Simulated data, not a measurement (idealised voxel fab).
Process module heading - voxel capacitor over wiring
175 nm wide, 5 nm square cells: that's cross-section cut.
Cross-section layout: square cells on a grid; listed as bands, top to bottom; a band spans one or more cell rows.
Band entry format. Leading values: height of top, height of bottom, nm. Remainder: materials in left-to-right order, each with its width in nm. Special words: "everywhere" on a single material, which then fills the band edge to edge; "blank", empty space.
Height is counted from the level 0, under which the received wafer is composed throughout of one material. The lowest of the bands is not closed at the bottom but continues downward, in the notation "z 0 and below".
Per-row width for "30->40": begins at first number (top row of band), ends at second number (bottom row), increment between rows held constant.
For the purposes of this document, the phrase "no alterations made" attached to a step denotes that no cell within the cross-section was modified by that step.
In the "Sealed void listing" entry, you get each enclosed empty space of 8 cells or more, one with no open way to the top, written width x height at distance, distance from the left edge, in nm.
If you see something after the settings on a step's line, that's the simulator's own remark about that step.
"overlay nm" on a masked step: distance the mask lay right of its planned place, negative for left.
Read the rest as pairs. Take the cross-section before one process step, then the cross-section after it, which shows only down to the lowest band that changed. Under the pair, find the step between them and its settings. Bear in mind that pairs may come from different runs of this module on the same starting wafer: link a pair to the pair above it only where its entry headed "Structure before processing" says to.
-- Structure before processing
> z 0 and below  Si everywhere
> Sealed void listing: none
-- Resulting Cross-Section
> z 15 to 0  SiO2 everywhere
> Note: structure below 0 unchanged.
> Sealed void listing: none
What step was run between the cross-section before it and the cross-section after it, both above? CONFORMAL_DEP [material SiO2] [thk nm 15]
Structure before processing: this step begins from the cross-section that the pair just above shows after its step.
-- Resulting Cross-Section
> z 20 to 15  TiN everywhere
> Note: structure below 15 unchanged.
> Sealed void listing: none
What step was run between the cross-section before it and the cross-section after it, both above? DIRECTIONAL_DEP [material TiN] [thk nm 5]
Structure before processing: this step begins from the cross-section that the pair just above shows after its step.
-- Resulting Cross-Section
> z 40 to 20  Ru everywhere
> Note: structure below 20 unchanged.
> Sealed void listing: none
What step was run between the cross-section before it and the cross-section after it, both above? DIRECTIONAL_DEP [material Ru] [thk nm 20]
Structure before processing: this step begins from the cross-section that the pair just above shows after its step.
-- Resulting Cross-Section
> z 55 to 40  aC everywhere
> Note: structure below 40 unchanged.
> Sealed void listing: none
What step was run between the cross-section before it and the cross-section after it, both above? DIRECTIONAL_DEP [material aC] [thk nm 15]
Structure before processing: this step begins from the cross-section that the pair just above shows after its step.
-- Resulting Cross-Section
> z 90 to 55  blank 30 nm; resist 30 nm; blank 50 nm; resist 30 nm; blank 35 nm
> Note: structure below 55 unchanged.
> Sealed void listing: none
What step was run between the cross-section before it and the cross-section after it, both above? PATTERN [tone cover] [mask id METAL_1] [material resist] [width nm 30] [pitch nm 80] [thk nm 35] [overlay nm 0]
Structure before processing: this step begins from the cross-section that the pair just above shows after its step.
-- Resulting Cross-Section
> z 75 to 55  blank 30 nm; resist 30 nm; blank 50 nm; resist 30 nm; blank 35 nm
> z 55 to 40  blank 30 nm; aC 30 nm; blank 50 nm; aC 30 nm; blank 35 nm
> Note: structure below 40 unchanged.
> Sealed void listing: none
What step was run between the cross-section before it and the cross-section after it, both above? DIRECTIONAL_ETCH [etch materials aC] [depth nm 15]
Structure before processing: this step begins from the cross-section that the pair just above shows after its step.
-- Resulting Cross-Section
> z 55 to 40  blank 30 nm; aC 30 nm; blank 50 nm; aC 30 nm; blank 35 nm
> Note: structure below 40 unchanged.
> Sealed void listing: none
What step was run between the cross-section before it and the cross-section after it, both above? STRIP [etch materials resist]
Structure before processing: this step begins from the cross-section that the pair just above shows after its step.
-- Resulting Cross-Section
> z 55 to 40  blank 30 nm; aC 30 nm; blank 50 nm; aC 30 nm; blank 35 nm
> z 40 to 20  blank 30 nm; Ru 30 nm; blank 50 nm; Ru 30 nm; blank 35 nm
> Note: structure below 20 unchanged.
> Sealed void listing: none
What step was run between the cross-section before it and the cross-section after it, both above? DIRECTIONAL_ETCH [etch materials Ru] [depth nm 20]
Structure before processing: this step begins from the cross-section that the pair just above shows after its step.
-- Resulting Cross-Section
> z 55 to 40  blank 30 nm; aC 30 nm; blank 50 nm; aC 30 nm; blank 35 nm
> z 40 to 20  blank 30 nm; Ru 30 nm; blank 50 nm; Ru 30 nm; blank 35 nm
> z 20 to 15  blank 30 nm; TiN 30 nm; blank 50 nm; TiN 30 nm; blank 35 nm
> Note: structure below 15 unchanged.
> Sealed void listing: none
What step was run between the cross-section before it and the cross-section after it, both above? DIRECTIONAL_ETCH [etch materials TiN] [depth nm 5]
Structure before processing: this step begins from the cross-section that the pair just above shows after its step.
-- Resulting Cross-Section
> z 40 to 20  blank 30 nm; Ru 30 nm; blank 50 nm; Ru 30 nm; blank 35 nm
> Note: structure below 20 unchanged.
> Sealed void listing: none
What step was run between the cross-section before it and the cross-section after it, both above? STRIP [etch materials aC]
Structure before processing: this step begins from the cross-section that the pair just above shows after its step.
-- Resulting Cross-Section
> z 45 to 40  lowk everywhere
> z 40 to 20  lowk 30 nm; Ru 30 nm; lowk 50 nm; Ru 30 nm; lowk 35 nm
> z 20 to 15  lowk 30 nm; TiN 30 nm; lowk 50 nm; TiN 30 nm; lowk 35 nm
> Note: structure below 15 unchanged.
> Sealed void listing: none
What step was run between the cross-section before it and the cross-section after it, both above? FILL_DEP [material lowk] [thk nm 5]
Structure before processing: this step begins from the cross-section that the pair just above shows after its step.
-- Resulting Cross-Section
> z 40 to 20  lowk 30 nm; Ru 30 nm; lowk 50 nm; Ru 30 nm; lowk 35 nm
> Note: structure below 20 unchanged.
> Sealed void listing: none
What step was run between the cross-section before it and the cross-section after it, both above? CMP [height nm 40]
Structure before processing: this step begins from the cross-section that the pair just above shows after its step.
-- Resulting Cross-Section
> z 45 to 40  SiCN everywhere
> Note: structure below 40 unchanged.
> Sealed void listing: none
What step was run between the cross-section before it and the cross-section after it, both above? CONFORMAL_DEP [material SiCN] [thk nm 5]
Structure before processing: this step begins from the cross-section that the pair just above shows after its step.
-- Resulting Cross-Section
> z 65 to 45  lowk everywhere
> Note: structure below 45 unchanged.
> Sealed void listing: none
What step was run between the cross-section before it and the cross-section after it, both above? DIRECTIONAL_DEP [material lowk] [thk nm 20]
Structure before processing: this step begins from the cross-section that the pair just above shows after its step.
-- Resulting Cross-Section
> z 75 to 65  aC everywhere
> Note: structure below 65 unchanged.
> Sealed void listing: none
What step was run between the cross-section before it and the cross-section after it, both above? DIRECTIONAL_DEP [material aC] [thk nm 10]
Structure before processing: this step begins from the cross-section that the pair just above shows after its step.
-- Resulting Cross-Section
> z 100 to 75  resist 45 nm; blank 15 nm; resist 115 nm
> Note: structure below 75 unchanged.
> Sealed void listing: none
What step was run between the cross-section before it and the cross-section after it, both above? PATTERN [tone open] [mask id PLUG_1] [material resist] [width nm 15] [thk nm 25] [overlay nm 0]
Structure before processing: this step begins from the cross-section that the pair just above shows after its step.
-- Resulting Cross-Section
> z 90 to 75  resist 45 nm; blank 15 nm; resist 115 nm
> z 75 to 65  aC 45 nm; blank 15 nm; aC 115 nm
> Note: structure below 65 unchanged.
> Sealed void listing: none
What step was run between the cross-section before it and the cross-section after it, both above? DIRECTIONAL_ETCH [etch materials aC] [depth nm 10]
Structure before processing: this step begins from the cross-section that the pair just above shows after its step.
-- Resulting Cross-Section
> z 75 to 65  aC 45 nm; blank 15 nm; aC 115 nm
> Note: structure below 65 unchanged.
> Sealed void listing: none
What step was run between the cross-section before it and the cross-section after it, both above? STRIP [etch materials resist]
Structure before processing: this step begins from the cross-section that the pair just above shows after its step.
-- Resulting Cross-Section
> z 75 to 65  aC 45 nm; blank 15 nm; aC 115 nm
> z 65 to 45  lowk 45 nm; blank 15 nm; lowk 115 nm
> Note: structure below 45 unchanged.
> Sealed void listing: none
What step was run between the cross-section before it and the cross-section after it, both above? DIRECTIONAL_ETCH [etch materials lowk] [depth nm 20]
Structure before processing: this step begins from the cross-section that the pair just above shows after its step.
-- Resulting Cross-Section
> z 75 to 65  aC 45 nm; blank 15 nm; aC 115 nm
> z 65 to 45  lowk 45 nm; blank 15 nm; lowk 115 nm
> z 45 to 40  SiCN 45 nm; blank 15 nm; SiCN 115 nm
> Note: structure below 40 unchanged.
> Sealed void listing: none
What step was run between the cross-section before it and the cross-section after it, both above? DIRECTIONAL_ETCH [etch materials SiCN] [depth nm 5]
Structure before processing: this step begins from the cross-section that the pair just above shows after its step.
-- Resulting Cross-Section
> z 65 to 45  lowk 45 nm; blank 15 nm; lowk 115 nm
> Note: structure below 45 unchanged.
> Sealed void listing: none
What step was run between the cross-section before it and the cross-section after it, both above? STRIP [etch materials aC]
Structure before processing: this step begins from the cross-section that the pair just above shows after its step.
-- Resulting Cross-Section
> z 70 to 65  TiN 50 nm; blank 5 nm; TiN 120 nm
> z 65 to 45  lowk 45 nm; TiN 5 nm; blank 5 nm; TiN 5 nm; lowk 115 nm
> z 45 to 40  SiCN 45 nm; TiN 15 nm; SiCN 115 nm
> Note: structure below 40 unchanged.
> Sealed void listing: none
What step was run between the cross-section before it and the cross-section after it, both above? CONFORMAL_DEP [material TiN] [thk nm 5]
Structure before processing: this step begins from the cross-section that the pair just above shows after its step.
-- Resulting Cross-Section
> z 75 to 70  Ru everywhere
> z 70 to 65  TiN 50 nm; Ru 5 nm; TiN 120 nm
> z 65 to 45  lowk 45 nm; TiN 5 nm; Ru 5 nm; TiN 5 nm; lowk 115 nm
> Note: structure below 45 unchanged.
> Sealed void listing: none
What step was run between the cross-section before it and the cross-section after it, both above? FILL_DEP [material Ru] [thk nm 5]
Structure before processing: this step begins from the cross-section that the pair just above shows after its step.
-- Resulting Cross-Section
> z 65 to 45  lowk 45 nm; TiN 5 nm; Ru 5 nm; TiN 5 nm; lowk 115 nm
> Note: structure below 45 unchanged.
> Sealed void listing: none
What step was run between the cross-section before it and the cross-section after it, both above? CMP [height nm 65]
Structure before processing: this step begins from the cross-section that the pair just above shows after its step.
-- Resulting Cross-Section
> z 75 to 65  TiN everywhere
> Note: structure below 65 unchanged.
> Sealed void listing: none
What step was run between the cross-section before it and the cross-section after it, both above? DIRECTIONAL_DEP [material TiN] [thk nm 10]
Structure before processing: this step begins from the cross-section that the pair just above shows after its step.
-- Resulting Cross-Section
> z 80 to 75  SiN everywhere
> Note: structure below 75 unchanged.
> Sealed void listing: none
What step was run between the cross-section before it and the cross-section after it, both above? DIRECTIONAL_DEP [material SiN] [thk nm 5]
Structure before processing: this step begins from the cross-section that the pair just above shows after its step.
-- Resulting Cross-Section
> z 90 to 80  TiN everywhere
> Note: structure below 80 unchanged.
> Sealed void listing: none
What step was run between the cross-section before it and the cross-section after it, both above? DIRECTIONAL_DEP [material TiN] [thk nm 10]
Structure before processing: this step begins from the cross-section that the pair just above shows after its step.
-- Resulting Cross-Section
> z 105 to 90  aC everywhere
> Note: structure below 90 unchanged.
> Sealed void listing: none
What step was run between the cross-section before it and the cross-section after it, both above? DIRECTIONAL_DEP [material aC] [thk nm 15]
Structure before processing: this step begins from the cross-section that the pair just above shows after its step.
-- Resulting Cross-Section
> z 135 to 105  blank 45 nm; resist 55 nm; blank 75 nm
> Note: structure below 105 unchanged.
> Sealed void listing: none
What step was run between the cross-section before it and the cross-section after it, both above? PATTERN [tone cover] [mask id UPPER_PLATE] [material resist] [width nm 55] [thk nm 30] [overlay nm 0]
Structure before processing: this step begins from the cross-section that the pair just above shows after its step.
-- Resulting Cross-Section
> z 120 to 105  blank 45 nm; resist 55 nm; blank 75 nm
> z 105 to 90  blank 45 nm; aC 55 nm; blank 75 nm
> Note: structure below 90 unchanged.
> Sealed void listing: none
What step was run between the cross-section before it and the cross-section after it, both above? DIRECTIONAL_ETCH [etch materials aC] [depth nm 15]
Structure before processing: this step begins from the cross-section that the pair just above shows after its step.
-- Resulting Cross-Section
> z 105 to 90  blank 45 nm; aC 55 nm; blank 75 nm
> Note: structure below 90 unchanged.
> Sealed void listing: none
What step was run between the cross-section before it and the cross-section after it, both above? STRIP [etch materials resist]
Structure before processing: this step begins from the cross-section that the pair just above shows after its step.
-- Resulting Cross-Section
> z 105 to 90  blank 45 nm; aC 55 nm; blank 75 nm
> z 90 to 80  blank 45 nm; TiN 55 nm; blank 75 nm
> Note: structure below 80 unchanged.
> Sealed void listing: none
What step was run between the cross-section before it and the cross-section after it, both above? DIRECTIONAL_ETCH [etch materials TiN] [depth nm 10]
Structure before processing: this step begins from the cross-section that the pair just above shows after its step.
-- Resulting Cross-Section
> z 105 to 90  blank 45 nm; aC 55 nm; blank 75 nm
> z 90 to 80  blank 45 nm; TiN 55 nm; blank 75 nm
> z 80 to 75  blank 45 nm; SiN 55 nm; blank 75 nm
> Note: structure below 75 unchanged.
> Sealed void listing: none
What step was run between the cross-section before it and the cross-section after it, both above? DIRECTIONAL_ETCH [etch materials SiN] [depth nm 5]
Structure before processing: this step begins from the cross-section that the pair just above shows after its step.
-- Resulting Cross-Section
> z 90 to 80  blank 45 nm; TiN 55 nm; blank 75 nm
> Note: structure below 80 unchanged.
> Sealed void listing: none
What step was run between the cross-section before it and the cross-section after it, both above? STRIP [etch materials aC]
Structure before processing: this step begins from the cross-section that the pair just above shows after its step.
-- Resulting Cross-Section
> z 100 to 90  blank 45 nm; aC 55 nm; blank 75 nm
> z 90 to 85  blank 45 nm; TiN 55 nm; blank 75 nm
> z 85 to 80  aC 45 nm; TiN 55 nm; aC 75 nm
> z 80 to 75  aC 45 nm; SiN 55 nm; aC 75 nm
> Note: structure below 75 unchanged.
> Sealed void listing: none
What step was run between the cross-section before it and the cross-section after it, both above? DIRECTIONAL_DEP [material aC] [thk nm 10]
Structure before processing: this step begins from the cross-section that the pair just above shows after its step.
-- Resulting Cross-Section
> z 130 to 100  blank 40 nm; resist 65 nm; blank 70 nm
> z 100 to 90  blank 40 nm; resist 5 nm; aC 55 nm; resist 5 nm; blank 70 nm
> z 90 to 85  blank 40 nm; resist 5 nm; TiN 55 nm; resist 5 nm; blank 70 nm
> Note: structure below 85 unchanged.
> Sealed void listing: none
What step was run between the cross-section before it and the cross-section after it, both above? PATTERN [tone cover] [mask id LOWER_PLATE] [material resist] [width nm 65] [thk nm 30] [overlay nm 0]
Structure before processing: this step begins from the cross-section that the pair just above shows after its step.
-- Resulting Cross-Section
> z 120 to 100  blank 40 nm; resist 65 nm; blank 70 nm
> z 100 to 90  blank 40 nm; resist 5 nm; aC 55 nm; resist 5 nm; blank 70 nm
> z 90 to 85  blank 40 nm; resist 5 nm; TiN 55 nm; resist 5 nm; blank 70 nm
> z 85 to 80  blank 40 nm; aC 5 nm; TiN 55 nm; aC 5 nm; blank 70 nm
> z 80 to 75  blank 40 nm; aC 5 nm; SiN 55 nm; aC 5 nm; blank 70 nm
> Note: structure below 75 unchanged.
> Sealed void listing: none
What step was run between the cross-section before it and the cross-section after it, both above? DIRECTIONAL_ETCH [etch materials aC] [depth nm 10]
Structure before processing: this step begins from the cross-section that the pair just above shows after its step.
-- Resulting Cross-Section
> z 100 to 90  blank 45 nm; aC 55 nm; blank 75 nm
> z 90 to 85  blank 45 nm; TiN 55 nm; blank 75 nm
> Note: structure below 85 unchanged.
> Sealed void listing: none
What step was run between the cross-section before it and the cross-section after it, both above? STRIP [etch materials resist]
Structure before processing: this step begins from the cross-section that the pair just above shows after its step.
-- Resulting Cross-Section
> z 100 to 90  blank 45 nm; aC 55 nm; blank 75 nm
> z 90 to 85  blank 45 nm; TiN 55 nm; blank 75 nm
> z 85 to 80  blank 40 nm; aC 5 nm; TiN 55 nm; aC 5 nm; blank 70 nm
> z 80 to 75  blank 40 nm; aC 5 nm; SiN 55 nm; aC 5 nm; blank 70 nm
> z 75 to 65  blank 40 nm; TiN 65 nm; blank 70 nm
> Note: structure below 65 unchanged.
> Sealed void listing: none
What step was run between the cross-section before it and the cross-section after it, both above? DIRECTIONAL_ETCH [etch materials TiN] [depth nm 10]
Structure before processing: this step begins from the cross-section that the pair just above shows after its step.
-- Resulting Cross-Section
> z 90 to 80  blank 45 nm; TiN 55 nm; blank 75 nm
> z 80 to 75  blank 45 nm; SiN 55 nm; blank 75 nm
> Note: structure below 75 unchanged.
> Sealed void listing: none
What step was run between the cross-section before it and the cross-section after it, both above? STRIP [etch materials aC]
Structure before processing: this step begins from the cross-section that the pair just above shows after its step.
-- Resulting Cross-Section
> z 110 to 90  SiO2 everywhere
> z 90 to 80  SiO2 45 nm; TiN 55 nm; SiO2 75 nm
> z 80 to 75  SiO2 45 nm; SiN 55 nm; SiO2 75 nm
> z 75 to 65  SiO2 40 nm; TiN 65 nm; SiO2 70 nm
> Note: structure below 65 unchanged.
> Sealed void listing: none
What step was run between the cross-section before it and the cross-section after it, both above? FILL_DEP [material SiO2] [thk nm 20]
Structure before processing: this step begins from the cross-section that the pair just above shows after its step.
-- Resulting Cross-Section
> z 105 to 90  SiO2 everywhere
> Note: structure below 90 unchanged.
> Sealed void listing: none
What step was run between the cross-section before it and the cross-section after it, both above? CMP [height nm 105]
Structure before processing: this step begins from the cross-section that the pair just above shows after its step.
-- Resulting Cross-Section
> z 105 to 90  SiO2 55 nm; blank 15 nm; SiO2 105 nm
> Note: structure below 90 unchanged.
> Sealed void listing: none
What step was run between the cross-section before it and the cross-section after it, both above? MASKED_ETCH [tone open] [mask id PLUG_2] [width nm 15] [etch materials SiO2] [depth nm 15] [overlay nm 0]
Structure before processing: this step begins from the cross-section that the pair just above shows after its step.
-- Resulting Cross-Section
> z 110 to 105  TiN 60 nm; blank 5 nm; TiN 110 nm
> z 105 to 95  SiO2 55 nm; TiN 5 nm; blank 5 nm; TiN 5 nm; SiO2 105 nm
> z 95 to 90  SiO2 55 nm; TiN 15 nm; SiO2 105 nm
> Note: structure below 90 unchanged.
> Sealed void listing: none
What step was run between the cross-section before it and the cross-section after it, both above? CONFORMAL_DEP [material TiN] [thk nm 5]
Structure before processing: this step begins from the cross-section that the pair just above shows after its step.
-- Resulting Cross-Section
> z 115 to 110  Ru everywhere
> z 110 to 105  TiN 60 nm; Ru 5 nm; TiN 110 nm
> z 105 to 95  SiO2 55 nm; TiN 5 nm; Ru 5 nm; TiN 5 nm; SiO2 105 nm
> Note: structure below 95 unchanged.
> Sealed void listing: none
What step was run between the cross-section before it and the cross-section after it, both above? FILL_DEP [material Ru] [thk nm 5]
Structure before processing: this step begins from the cross-section that the pair just above shows after its step.
-- Resulting Cross-Section
> z 105 to 95  SiO2 55 nm; TiN 5 nm; Ru 5 nm; TiN 5 nm; SiO2 105 nm
> Note: structure below 95 unchanged.
> Sealed void listing: none
What step was run between the cross-section before it and the cross-section after it, both above? CMP [height nm 105]
Structure before processing: this step begins from the cross-section that the pair just above shows after its step.
-- Resulting Cross-Section
> z 110 to 105  SiCN everywhere
> Note: structure below 105 unchanged.
> Sealed void listing: none
What step was run between the cross-section before it and the cross-section after it, both above? CONFORMAL_DEP [material SiCN] [thk nm 5]
-- Structure before processing
> z 75 to 65  TiN everywhere
> z 65 to 45  lowk 45 nm; TiN 5 nm; Ru 5 nm; TiN 5 nm; lowk 115 nm
> z 45 to 40  SiCN 45 nm; TiN 15 nm; SiCN 115 nm
> z 40 to 20  lowk 30 nm; Ru 30 nm; lowk 50 nm; Ru 30 nm; lowk 35 nm
> z 20 to 15  lowk 30 nm; TiN 30 nm; lowk 50 nm; TiN 30 nm; lowk 35 nm
> z 15 to 0  SiO2 everywhere
> z 0 and below  Si everywhere
> Sealed void listing: none
-- Resulting Cross-Section
> z 85 to 65  TiN everywhere
> Note: structure below 65 unchanged.
> Sealed void listing: none
What step was run between the cross-section before it and the cross-section after it, both above? DIRECTIONAL_DEP [material TiN] [thk nm 10]
Structure before processing: this step begins from the cross-section that the pair just above shows after its step.
-- Resulting Cross-Section
> z 100 to 85  aC everywhere
> Note: structure below 85 unchanged.
> Sealed void listing: none
What step was run between the cross-section before it and the cross-section after it, both above? DIRECTIONAL_DEP [material aC] [thk nm 15]
Structure before processing: this step begins from the cross-section that the pair just above shows after its step.
-- Resulting Cross-Section
> z 130 to 100  blank 45 nm; resist 55 nm; blank 75 nm
> Note: structure below 100 unchanged.
> Sealed void listing: none
What step was run between the cross-section before it and the cross-section after it, both above? PATTERN [tone cover] [mask id UPPER_PLATE] [material resist] [width nm 55] [thk nm 30] [overlay nm 0]
Structure before processing: this step begins from the cross-section that the pair just above shows after its step.
-- Resulting Cross-Section
> z 115 to 100  blank 45 nm; resist 55 nm; blank 75 nm
> z 100 to 85  blank 45 nm; aC 55 nm; blank 75 nm
> Note: structure below 85 unchanged.
> Sealed void listing: none
What step was run between the cross-section before it and the cross-section after it, both above? DIRECTIONAL_ETCH [etch materials aC] [depth nm 15]
Structure before processing: this step begins from the cross-section that the pair just above shows after its step.
-- Resulting Cross-Section
> z 100 to 85  blank 45 nm; aC 55 nm; blank 75 nm
> Note: structure below 85 unchanged.
> Sealed void listing: none
What step was run between the cross-section before it and the cross-section after it, both above? STRIP [etch materials resist]
Structure before processing: this step begins from the cross-section that the pair just above shows after its step.
-- Resulting Cross-Section
> z 100 to 85  blank 45 nm; aC 55 nm; blank 75 nm
> z 85 to 75  blank 45 nm; TiN 55 nm; blank 75 nm
> Note: structure below 75 unchanged.
> Sealed void listing: none
What step was run between the cross-section before it and the cross-section after it, both above? DIRECTIONAL_ETCH [etch materials TiN] [depth nm 10]
Structure before processing: this step begins from the cross-section that the pair just above shows after its step.
-- Resulting Cross-Section
> z 85 to 75  blank 45 nm; TiN 55 nm; blank 75 nm
> Note: structure below 75 unchanged.
> Sealed void listing: none
What step was run between the cross-section before it and the cross-section after it, both above? STRIP [etch materials aC]
Structure before processing: this step begins from the cross-section that the pair just above shows after its step.
-- Resulting Cross-Section
> z 95 to 85  blank 45 nm; aC 55 nm; blank 75 nm
> z 85 to 75  aC 45 nm; TiN 55 nm; aC 75 nm
> Note: structure below 75 unchanged.
> Sealed void listing: none
What step was run between the cross-section before it and the cross-section after it, both above? DIRECTIONAL_DEP [material aC] [thk nm 10]
Structure before processing: this step begins from the cross-section that the pair just above shows after its step.
-- Resulting Cross-Section
> z 125 to 95  blank 40 nm; resist 65 nm; blank 70 nm
> z 95 to 85  blank 40 nm; resist 5 nm; aC 55 nm; resist 5 nm; blank 70 nm
> Note: structure below 85 unchanged.
> Sealed void listing: none
What step was run between the cross-section before it and the cross-section after it, both above? PATTERN [tone cover] [mask id LOWER_PLATE] [material resist] [width nm 65] [thk nm 30] [overlay nm 0]
Structure before processing: this step begins from the cross-section that the pair just above shows after its step.
-- Resulting Cross-Section
> z 115 to 95  blank 40 nm; resist 65 nm; blank 70 nm
> z 95 to 85  blank 40 nm; resist 5 nm; aC 55 nm; resist 5 nm; blank 70 nm
> z 85 to 75  blank 40 nm; aC 5 nm; TiN 55 nm; aC 5 nm; blank 70 nm
> Note: structure below 75 unchanged.
> Sealed void listing: none
What step was run between the cross-section before it and the cross-section after it, both above? DIRECTIONAL_ETCH [etch materials aC] [depth nm 10]
Structure before processing: this step begins from the cross-section that the pair just above shows after its step.
-- Resulting Cross-Section
> z 95 to 85  blank 45 nm; aC 55 nm; blank 75 nm
> Note: structure below 85 unchanged.
> Sealed void listing: none
What step was run between the cross-section before it and the cross-section after it, both above? STRIP [etch materials resist]
Structure before processing: this step begins from the cross-section that the pair just above shows after its step.
-- Resulting Cross-Section
> z 95 to 85  blank 45 nm; aC 55 nm; blank 75 nm
> z 85 to 75  blank 40 nm; aC 5 nm; TiN 55 nm; aC 5 nm; blank 70 nm
> z 75 to 65  blank 40 nm; TiN 65 nm; blank 70 nm
> Note: structure below 65 unchanged.
> Sealed void listing: none
What step was run between the cross-section before it and the cross-section after it, both above? DIRECTIONAL_ETCH [etch materials TiN] [depth nm 10]
Structure before processing: this step begins from the cross-section that the pair just above shows after its step.
-- Resulting Cross-Section
> z 85 to 75  blank 45 nm; TiN 55 nm; blank 75 nm
> Note: structure below 75 unchanged.
> Sealed void listing: none
What step was run between the cross-section before it and the cross-section after it, both above? STRIP [etch materials aC]
Structure before processing: this step begins from the cross-section that the pair just above shows after its step.
-- Resulting Cross-Section
> z 105 to 85  SiO2 everywhere
> z 85 to 75  SiO2 45 nm; TiN 55 nm; SiO2 75 nm
> z 75 to 65  SiO2 40 nm; TiN 65 nm; SiO2 70 nm
> Note: structure below 65 unchanged.
> Sealed void listing: none
What step was run between the cross-section before it and the cross-section after it, both above? FILL_DEP [material SiO2] [thk nm 20]
Structure before processing: this step begins from the cross-section that the pair just above shows after its step.
-- Resulting Cross-Section
> z 105 to 90  SiO2 55 nm; blank 15 nm; SiO2 105 nm
> Note: structure below 90 unchanged.
> Sealed void listing: none
What step was run between the cross-section before it and the cross-section after it, both above? MASKED_ETCH [tone open] [mask id PLUG_2] [width nm 15] [etch materials SiO2] [depth nm 15] [overlay nm 0]
Structure before processing: this step begins from the cross-section that the pair just above shows after its step.
-- Resulting Cross-Section
> z 110 to 105  TiN 60 nm; blank 5 nm; TiN 110 nm
> z 105 to 95  SiO2 55 nm; TiN 5 nm; blank 5 nm; TiN 5 nm; SiO2 105 nm
> z 95 to 90  SiO2 55 nm; TiN 15 nm; SiO2 105 nm
> Note: structure below 90 unchanged.
> Sealed void listing: none
What step was run between the cross-section before it and the cross-section after it, both above? CONFORMAL_DEP [material TiN] [thk nm 5]
Structure before processing: this step begins from the cross-section that the pair just above shows after its step.
-- Resulting Cross-Section
> z 115 to 110  Ru everywhere
> z 110 to 105  TiN 60 nm; Ru 5 nm; TiN 110 nm
> z 105 to 95  SiO2 55 nm; TiN 5 nm; Ru 5 nm; TiN 5 nm; SiO2 105 nm
> Note: structure below 95 unchanged.
> Sealed void listing: none
What step was run between the cross-section before it and the cross-section after it, both above? FILL_DEP [material Ru] [thk nm 5]
Structure before processing: this step begins from the cross-section that the pair just above shows after its step.
-- Resulting Cross-Section
> z 105 to 95  SiO2 55 nm; TiN 5 nm; Ru 5 nm; TiN 5 nm; SiO2 105 nm
> Note: structure below 95 unchanged.
> Sealed void listing: none
What step was run between the cross-section before it and the cross-section after it, both above? CMP [height nm 105]
Structure before processing: this step begins from the cross-section that the pair just above shows after its step.
-- Resulting Cross-Section
> z 110 to 105  SiCN everywhere
> Note: structure below 105 unchanged.
> Sealed void listing: none
What step was run between the cross-section before it and the cross-section after it, both above? CONFORMAL_DEP [material SiCN] [thk nm 5]
-- Structure before processing
> z 15 to 0  SiO2 everywhere
> z 0 and below  Si everywhere
> Sealed void listing: none
-- Resulting Cross-Section
> z 30 to 0  SiO2 everywhere
> Note: structure below 0 unchanged.
> Sealed void listing: none
What step was run between the cross-section before it and the cross-section after it, both above? CONFORMAL_DEP [material SiO2] [thk nm 15]
Structure before processing: this step begins from the cross-section that the pair just above shows after its step.
-- Resulting Cross-Section
> z 35 to 30  TiN everywhere
> Note: structure below 30 unchanged.
> Sealed void listing: none
What step was run between the cross-section before it and the cross-section after it, both above? DIRECTIONAL_DEP [material TiN] [thk nm 5]
Structure before processing: this step begins from the cross-section that the pair just above shows after its step.
-- Resulting Cross-Section
> z 55 to 35  Ru everywhere
> Note: structure below 35 unchanged.
> Sealed void listing: none
What step was run between the cross-section before it and the cross-section after it, both above? DIRECTIONAL_DEP [material Ru] [thk nm 20]
Structure before processing: this step begins from the cross-section that the pair just above shows after its step.
-- Resulting Cross-Section
> z 70 to 55  aC everywhere
> Note: structure below 55 unchanged.
> Sealed void listing: none
What step was run between the cross-section before it and the cross-section after it, both above? DIRECTIONAL_DEP [material aC] [thk nm 15]
Structure before processing: this step begins from the cross-section that the pair just above shows after its step.
-- Resulting Cross-Section
> z 105 to 70  blank 30 nm; resist 30 nm; blank 50 nm; resist 30 nm; blank 35 nm
> Note: structure below 70 unchanged.
> Sealed void listing: none
What step was run between the cross-section before it and the cross-section after it, both above? PATTERN [tone cover] [mask id METAL_1] [material resist] [width nm 30] [pitch nm 80] [thk nm 35] [overlay nm 0]
Structure before processing: this step begins from the cross-section that the pair just above shows after its step.
-- Resulting Cross-Section
> z 90 to 70  blank 30 nm; resist 30 nm; blank 50 nm; resist 30 nm; blank 35 nm
> z 70 to 55  blank 30 nm; aC 30 nm; blank 50 nm; aC 30 nm; blank 35 nm
> Note: structure below 55 unchanged.
> Sealed void listing: none
What step was run between the cross-section before it and the cross-section after it, both above? DIRECTIONAL_ETCH [etch materials aC] [depth nm 15]
Structure before processing: this step begins from the cross-section that the pair just above shows after its step.
-- Resulting Cross-Section
> z 70 to 55  blank 30 nm; aC 30 nm; blank 50 nm; aC 30 nm; blank 35 nm
> Note: structure below 55 unchanged.
> Sealed void listing: none
What step was run between the cross-section before it and the cross-section after it, both above? STRIP [etch materials resist]
Structure before processing: this step begins from the cross-section that the pair just above shows after its step.
-- Resulting Cross-Section
> z 70 to 55  blank 30 nm; aC 30 nm; blank 50 nm; aC 30 nm; blank 35 nm
> z 55 to 35  blank 30 nm; Ru 30 nm; blank 50 nm; Ru 30 nm; blank 35 nm
> Note: structure below 35 unchanged.
> Sealed void listing: none
What step was run between the cross-section before it and the cross-section after it, both above? DIRECTIONAL_ETCH [etch materials Ru] [depth nm 20]
Structure before processing: this step begins from the cross-section that the pair just above shows after its step.
-- Resulting Cross-Section
> z 70 to 55  blank 30 nm; aC 30 nm; blank 50 nm; aC 30 nm; blank 35 nm
> z 55 to 35  blank 30 nm; Ru 30 nm; blank 50 nm; Ru 30 nm; blank 35 nm
> z 35 to 30  blank 30 nm; TiN 30 nm; blank 50 nm; TiN 30 nm; blank 35 nm
> Note: structure below 30 unchanged.
> Sealed void listing: none
What step was run between the cross-section before it and the cross-section after it, both above? DIRECTIONAL_ETCH [etch materials TiN] [depth nm 5]
Structure before processing: this step begins from the cross-section that the pair just above shows after its step.
-- Resulting Cross-Section
> z 55 to 35  blank 30 nm; Ru 30 nm; blank 50 nm; Ru 30 nm; blank 35 nm
> Note: structure below 35 unchanged.
> Sealed void listing: none
What step was run between the cross-section before it and the cross-section after it, both above? STRIP [etch materials aC]
Structure before processing: this step begins from the cross-section that the pair just above shows after its step.
-- Resulting Cross-Section
> z 60 to 55  lowk everywhere
> z 55 to 35  lowk 30 nm; Ru 30 nm; lowk 50 nm; Ru 30 nm; lowk 35 nm
> z 35 to 30  lowk 30 nm; TiN 30 nm; lowk 50 nm; TiN 30 nm; lowk 35 nm
> Note: structure below 30 unchanged.
> Sealed void listing: none
What step was run between the cross-section before it and the cross-section after it, both above? FILL_DEP [material lowk] [thk nm 5]
